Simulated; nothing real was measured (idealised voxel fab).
process module | voxel released beams
cross-section cut | 290 nm wide | cells 5 nm
A cross-section is a grid of square cells, given in bands from the top down. A band is one or more rows of cells.
Each band's line starts with the height of the band's top and of its bottom, in nm. Then come its materials from left to right, each with its width in nm. One material with "throughout" fills the band from edge to edge. "air" is empty space.
Height 0 is the level under which the wafer as received is all one material. The lowest band goes on downwards, as in "0 down".
A width such as "30 to 40" changes by the same amount from each row of cells to the next, from the band's top row to its bottom row.
"no change" after a step means that no cell of the cross-section changed.
closed voids: empty space of 8 cells or more with no open way to the top, each as width x height at its distance from the left edge, in nm
after a step's settings: what the simulator itself notes on the step
overlay nm, on a step with a mask: how far to the right of its planned place the mask lay; to the left if negative
plan
1 op RECEIVE | material Si
2 op CONFORMAL_DEP | material SiN | thk nm 5
3 op DIRECTIONAL_DEP | material SiO2 | thk nm 10
4 op DIRECTIONAL_DEP | material aC | thk nm 10
5 op PATTERN | tone open | mask id ANCHOR | material resist | width nm 40 | thk nm 25 | overlay nm 0
6 op DIRECTIONAL_ETCH | etch materials aC | depth nm 10
7 op STRIP | etch materials resist
8 op DIRECTIONAL_ETCH | etch materials SiO2 | depth nm 10
9 op STRIP | etch materials aC
10 op CONFORMAL_DEP | material W | thk nm 15
11 op MASKED_ETCH | tone cover | mask id BEAM | width nm 120 | etch materials W | depth nm 15 | overlay nm 0
12 op STRIP | etch materials SiO2
as received, after step 1
  0 down: Si throughout
  closed voids: none
first wafer at the end, as planned
  30 to 20: air 80 | W 20 | air 10 | W 90 | air 90
  20 to 15: air 80 | W 120 | air 90
  15 to 5: air 85 | W 40 | air 165
  5 to 0: SiN throughout
  0 down: Si throughout
  closed voids: none
second wafer at the end: like start, like plan, one mistake
  15 to 5: air 85 | W 15 | air 10 | W 15 | air 165
  5 to 0: SiN throughout
  0 down: Si throughout
  closed voids: none
what went wrong: step 11 ran as: op MASKED_ETCH | tone open | mask id BEAM | width nm 120 | etch materials W | depth nm 15 | overlay nm 0
at the end the second wafer has, in cells: 72 fewer of W
